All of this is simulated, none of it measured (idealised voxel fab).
The following process module bears the name voxel fin reveal.
The cross-section on display is named cut; it measures 180 nm wide, and its cells are 5 nm squares.
Square cells in a grid make up a cross-section in this document, and the grid is given as bands, listed from the top down, each one or more rows of cells.
First you get the band's top height and its bottom height, in nm, and then the materials it's made of, left to right, with each width in nm. If you see a single material with "all across", that one covers the band edge to edge. "air" is empty space.
Below 0: as-received wafer, all one material; heights counted from there. Lowest band: no bottom, goes on down, written "0 and below".
Quick explanation for "30->40": the width changes in equal steps down the rows of cells, from the first number in the band's top row to the second number in its bottom row.
Where the words "no alteration" appear for a step, the cross-section shows no cell changed by that step; every cell remained as before.
"Enclosed voids": sealed empty spaces, 8 cells or more, no open way to top, listed width x height at distance, with distance from the left edge and width, height and distance in nm.
Whatever follows a step's settings on its line is a remark the simulator itself makes about that step.
Steps that use a mask can have "overlay nm" on their line. It says how far the mask sat to the right of where it was meant to be. Negative means to the left.
### This section lists the process steps that were planned
1 RECEIVE with material Si
2 CONFORMAL_DEP with material SiN, thk nm 10
3 MASKED_ETCH with tone cover, mask id FINS, width nm 15, pitch nm 40, etch materials SiN, depth nm 10, overlay nm 0
4 MASKED_ETCH with tone cover, mask id FINS, width nm 15, pitch nm 40, etch materials Si, depth nm 35, overlay nm 0
5 OXIDIZE with depth nm 5
6 FILL_DEP with material SiO2, thk nm 5
7 CMP with height nm 10
8 SELECTIVE_ETCH with etch materials SiO2, depth nm 25
9 STRIP with etch materials SiN
10 CONFORMAL_DEP with material HfO2, thk nm 5
### The first of two wafers, run as planned
### Delivered wafer in cross-section: state after step 1
> 0 and below: Si all across
> Enclosed voids: none
### State of the wafer after step 2, shown in cross-section
> 10 down to 0: SiN all across
> Below 0, no change.
### State of the wafer after step 3, shown in cross-section
> 10 down to 0: air=60  SiN=15  air=25  SiN=15  air=65
> Below 0, no change.
### State of the wafer after step 4, shown in cross-section
> 10 down to 0: air=60  SiN=15  air=25  SiN=15  air=65
> 0 down to -35: air=60  Si=15  air=25  Si=15  air=65
> Below -35, no change.
### State of the wafer after step 5, shown in cross-section
> 10 down to 0: air=60  SiN=15  air=25  SiN=15  air=65
> 0 down to -35: air=60  SiO2=5  Si=5  SiO2=5  air=25  SiO2=5  Si=5  SiO2=5  air=65
> -35 down to -40: SiO2=65  Si=5  SiO2=35  Si=5  SiO2=70
> Below -40, no change.
### State of the wafer after step 6, shown in cross-section
> 15 down to 10: SiO2 all across
> 10 down to 0: SiO2=60  SiN=15  SiO2=25  SiN=15  SiO2=65
> 0 down to -40: SiO2=65  Si=5  SiO2=35  Si=5  SiO2=70
> Below -40, no change.
### State of the wafer after step 7, shown in cross-section
> 10 down to 0: SiO2=60  SiN=15  SiO2=25  SiN=15  SiO2=65
> Below 0, no change.
### State of the wafer after step 8, shown in cross-section
> 10 down to 0: air=60  SiN=15  air=25  SiN=15  air=65
> 0 down to -15: air=65  Si=5  air=35  Si=5  air=70
> Below -15, no change.
### State of the wafer after step 9, shown in cross-section
> 0 down to -15: air=65  Si=5  air=35  Si=5  air=70
> Below -15, no change.
### State of the wafer after step 10, shown in cross-section
> 5 down to 0: air=60  HfO2=15  air=25  HfO2=15  air=65
> 0 down to -10: air=60  HfO2=5  Si=5  HfO2=5  air=25  HfO2=5  Si=5  HfO2=5  air=65
> -10 down to -15: HfO2=65  Si=5  HfO2=35  Si=5  HfO2=70
> Below -15, no change.
### The second wafer began exactly as the first did and followed the same plan, but one mistake was made while running it; through step 2 inclusive, the two wafers are identical
### Second wafer, sectioned view, at step 3's planned end time
> 10 down to 0: air=60  SiN=20  air=20  SiN=20  air=60
> Below 0, no change.
### Second wafer, sectioned view, at step 4's planned end time
> 10 down to 0: air=60  SiN=20  air=20  SiN=20  air=60
> 0 down to -35: air=60  Si=20  air=20  Si=20  air=60
> Below -35, no change.
### Second wafer, sectioned view, at step 5's planned end time
> 10 down to 0: air=60  SiN=20  air=20  SiN=20  air=60
> 0 down to -35: air=60  SiO2=5  Si=10  SiO2=5  air=20  SiO2=5  Si=10  SiO2=5  air=60
> -35 down to -40: SiO2=65  Si=10  SiO2=30  Si=10  SiO2=65
> Below -40, no change.
### Second wafer, sectioned view, at step 6's planned end time
> 15 down to 10: SiO2 all across
> 10 down to 0: SiO2=60  SiN=20  SiO2=20  SiN=20  SiO2=60
> 0 down to -40: SiO2=65  Si=10  SiO2=30  Si=10  SiO2=65
> Below -40, no change.
### Second wafer, sectioned view, at step 7's planned end time
> 10 down to 0: SiO2=60  SiN=20  SiO2=20  SiN=20  SiO2=60
> Below 0, no change.
### Second wafer, sectioned view, at step 8's planned end time
> 10 down to 0: air=60  SiN=20  air=20  SiN=20  air=60
> 0 down to -15: air=65  Si=10  air=30  Si=10  air=65
> Below -15, no change.
### Second wafer, sectioned view, at step 9's planned end time
> 0 down to -15: air=65  Si=10  air=30  Si=10  air=65
> Below -15, no change.
### Second wafer, sectioned view, at step 10's planned end time
> 5 down to 0: air=60  HfO2=20  air=20  HfO2=20  air=60
> 0 down to -10: air=60  HfO2=5  Si=10  HfO2=5  air=20  HfO2=5  Si=10  HfO2=5  air=60
> -10 down to -15: HfO2=65  Si=10  HfO2=30  Si=10  HfO2=65
> Below -15, no change.
Nonconformance to the process plan: it should be noted that step 3 was executed with settings other than those planned, the operation and settings actually applied being MASKED_ETCH with tone cover, mask id FINS, width nm 20, pitch nm 40, etch materials SiN, depth nm 10, overlay nm 0
The closing comparison, in cells, has the second wafer with more or fewer of some materials than the first: Si: 16 more | SiO2: 10 fewer
